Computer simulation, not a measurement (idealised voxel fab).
Process module name: voxel trench capacitor
We display cut, a cross-section 270 nm in width whose square cells are each 5 nm.
Format of a cross-section: grid, square cells. Given as bands. Order: top down. Band: one or more rows of cells. What a band's entry tells you: where the top is and where the bottom is, as heights in nm, and after that what lies inside, material by material from left to right, each with its width in nm. Empty space is written as the word "empty", and a single material marked with the word "everywhere" occupies the band from edge to edge. Heights from 0 (as-received wafer is one material below). Bottom band endless downward, as "0..down". Note: "30..40" means the width goes from the first number (top row of the band) to the second number (bottom row) in equal steps per row of cells. Where a step carries "nothing was modified", the cross-section came out of it unchanged, cell for cell. The label "Closed cavity list" introduces a list of the empty spaces, 8 cells or larger, that have no open way up to the top; each entry in it reads width x height at distance, where the distance is taken from the left edge and all three are stated in nm. On each step's line, the part that comes after the settings is the simulator's own comment on the step. The optional step-line setting "overlay nm" applies to steps with a mask and quantifies how far to the right of its planned location the mask lay, a negative value indicating leftward placement.

THE PROCESS STEPS THAT WERE PLANNED ARE LISTED BELOW
1. RECEIVE, material Si
2. CONFORMAL_DEP, material SiN, thk nm 5
3. DIRECTIONAL_DEP, material aC, thk nm 15
4. PATTERN, tone open, mask id TRENCH, material resist, width nm 15, pitch nm 30, thk nm 35, overlay nm 0
5. DIRECTIONAL_ETCH, etch materials aC, depth nm 15
6. STRIP, etch materials resist
7. DIRECTIONAL_ETCH, etch materials SiN, depth nm 5
8. DIRECTIONAL_ETCH, etch materials Si, depth nm 35
9. STRIP, etch materials aC
10. CONFORMAL_DEP, material SiO2, thk nm 5
11. FILL_DEP, material polySi, thk nm 10
12. CMP, height nm 5

ON THE FIRST OF THE TWO WAFERS: RUN CONDUCTED ACCORDING TO PLAN

SO THIS IS THE INCOMING WAFER IN CROSS-SECTION - IT'S ALREADY BEEN THROUGH STEP 1
0..down  Si everywhere
Closed cavity list: none

STEP 2 COMPLETE: CROSS-SECTION THROUGH THE WAFER
5..0  SiN everywhere
Nothing below the height 0 has changed.

STEP 3 COMPLETE: CROSS-SECTION THROUGH THE WAFER
20..5  aC everywhere
Nothing below the height 5 has changed.

STEP 4 COMPLETE: CROSS-SECTION THROUGH THE WAFER
55..20  95 of resist  15 of empty  15 of resist  15 of empty  15 of resist  15 of empty  100 of resist
Nothing below the height 20 has changed.

STEP 5 COMPLETE: CROSS-SECTION THROUGH THE WAFER
40..20  95 of resist  15 of empty  15 of resist  15 of empty  15 of resist  15 of empty  100 of resist
20..5  95 of aC  15 of empty  15 of aC  15 of empty  15 of aC  15 of empty  100 of aC
Nothing below the height 5 has changed.

STEP 6 COMPLETE: CROSS-SECTION THROUGH THE WAFER
20..5  95 of aC  15 of empty  15 of aC  15 of empty  15 of aC  15 of empty  100 of aC
Nothing below the height 5 has changed.

STEP 7 COMPLETE: CROSS-SECTION THROUGH THE WAFER
20..5  95 of aC  15 of empty  15 of aC  15 of empty  15 of aC  15 of empty  100 of aC
5..0  95 of SiN  15 of empty  15 of SiN  15 of empty  15 of SiN  15 of empty  100 of SiN
Nothing below the height 0 has changed.

STEP 8 COMPLETE: CROSS-SECTION THROUGH THE WAFER
20..5  95 of aC  15 of empty  15 of aC  15 of empty  15 of aC  15 of empty  100 of aC
5..0  95 of SiN  15 of empty  15 of SiN  15 of empty  15 of SiN  15 of empty  100 of SiN
0..-35  95 of Si  15 of empty  15 of Si  15 of empty  15 of Si  15 of empty  100 of Si
Nothing below the height -35 has changed.

STEP 9 COMPLETE: CROSS-SECTION THROUGH THE WAFER
5..0  95 of SiN  15 of empty  15 of SiN  15 of empty  15 of SiN  15 of empty  100 of SiN
Nothing below the height 0 has changed.

STEP 10 COMPLETE: CROSS-SECTION THROUGH THE WAFER
10..5  100 of SiO2  5 of empty  25 of SiO2  5 of empty  25 of SiO2  5 of empty  105 of SiO2
5..0  95 of SiN  5 of SiO2  5 of empty  5 of SiO2  15 of SiN  5 of SiO2  5 of empty  5 of SiO2  15 of SiN  5 of SiO2  5 of empty  5 of SiO2  100 of SiN
0..-30  95 of Si  5 of SiO2  5 of empty  5 of SiO2  15 of Si  5 of SiO2  5 of empty  5 of SiO2  15 of Si  5 of SiO2  5 of empty  5 of SiO2  100 of Si
-30..-35  95 of Si  15 of SiO2  15 of Si  15 of SiO2  15 of Si  15 of SiO2  100 of Si
Nothing below the height -35 has changed.

STEP 11 COMPLETE: CROSS-SECTION THROUGH THE WAFER
20..10  polySi everywhere
10..5  100 of SiO2  5 of polySi  25 of SiO2  5 of polySi  25 of SiO2  5 of polySi  105 of SiO2
5..0  95 of SiN  5 of SiO2  5 of polySi  5 of SiO2  15 of SiN  5 of SiO2  5 of polySi  5 of SiO2  15 of SiN  5 of SiO2  5 of polySi  5 of SiO2  100 of SiN
0..-30  95 of Si  5 of SiO2  5 of polySi  5 of SiO2  15 of Si  5 of SiO2  5 of polySi  5 of SiO2  15 of Si  5 of SiO2  5 of polySi  5 of SiO2  100 of Si
Nothing below the height -30 has changed.

STEP 12 COMPLETE: CROSS-SECTION THROUGH THE WAFER
5..0  95 of SiN  5 of SiO2  5 of polySi  5 of SiO2  15 of SiN  5 of SiO2  5 of polySi  5 of SiO2  15 of SiN  5 of SiO2  5 of polySi  5 of SiO2  100 of SiN
Nothing below the height 0 has changed.

SECOND OF TWO: SAME START, SAME PLAN, ONE RUN ERROR; STEPS UP TO AND INCLUDING 7 MATCH THE FIRST

SECOND WAFER: CROSS-SECTION AT THE SCHEDULED END OF STEP 8
20..5  95 of aC  15 of empty  15 of aC  15 of empty  15 of aC  15 of empty  100 of aC
5..0  95 of SiN  15 of empty  15 of SiN  15 of empty  15 of SiN  15 of empty  100 of SiN
0..-70  95 of Si  15 of empty  15 of Si  15 of empty  15 of Si  15 of empty  100 of Si
Nothing below the height -70 has changed.

SECOND WAFER: CROSS-SECTION AT THE SCHEDULED END OF STEP 9
5..0  95 of SiN  15 of empty  15 of SiN  15 of empty  15 of SiN  15 of empty  100 of SiN
Nothing below the height 0 has changed.

SECOND WAFER: CROSS-SECTION AT THE SCHEDULED END OF STEP 10
10..5  100 of SiO2  5 of empty  25 of SiO2  5 of empty  25 of SiO2  5 of empty  105 of SiO2
5..0  95 of SiN  5 of SiO2  5 of empty  5 of SiO2  15 of SiN  5 of SiO2  5 of empty  5 of SiO2  15 of SiN  5 of SiO2  5 of empty  5 of SiO2  100 of SiN
0..-65  95 of Si  5 of SiO2  5 of empty  5 of SiO2  15 of Si  5 of SiO2  5 of empty  5 of SiO2  15 of Si  5 of SiO2  5 of empty  5 of SiO2  100 of Si
-65..-70  95 of Si  15 of SiO2  15 of Si  15 of SiO2  15 of Si  15 of SiO2  100 of Si
Nothing below the height -70 has changed.

SECOND WAFER: CROSS-SECTION AT THE SCHEDULED END OF STEP 11
20..10  polySi everywhere
10..5  100 of SiO2  5 of polySi  25 of SiO2  5 of polySi  25 of SiO2  5 of polySi  105 of SiO2
5..0  95 of SiN  5 of SiO2  5 of polySi  5 of SiO2  15 of SiN  5 of SiO2  5 of polySi  5 of SiO2  15 of SiN  5 of SiO2  5 of polySi  5 of SiO2  100 of SiN
0..-65  95 of Si  5 of SiO2  5 of polySi  5 of SiO2  15 of Si  5 of SiO2  5 of polySi  5 of SiO2  15 of Si  5 of SiO2  5 of polySi  5 of SiO2  100 of Si
Nothing below the height -65 has changed.

SECOND WAFER: CROSS-SECTION AT THE SCHEDULED END OF STEP 12
5..0  95 of SiN  5 of SiO2  5 of polySi  5 of SiO2  15 of SiN  5 of SiO2  5 of polySi  5 of SiO2  15 of SiN  5 of SiO2  5 of polySi  5 of SiO2  100 of SiN
Nothing below the height 0 has changed.
The plan and the run diverged here: twice over, step 8 of the plan was run
End of process, cell counts, second wafer against first, materials with more or fewer: Si -63 | SiO2 +42 | polySi +21
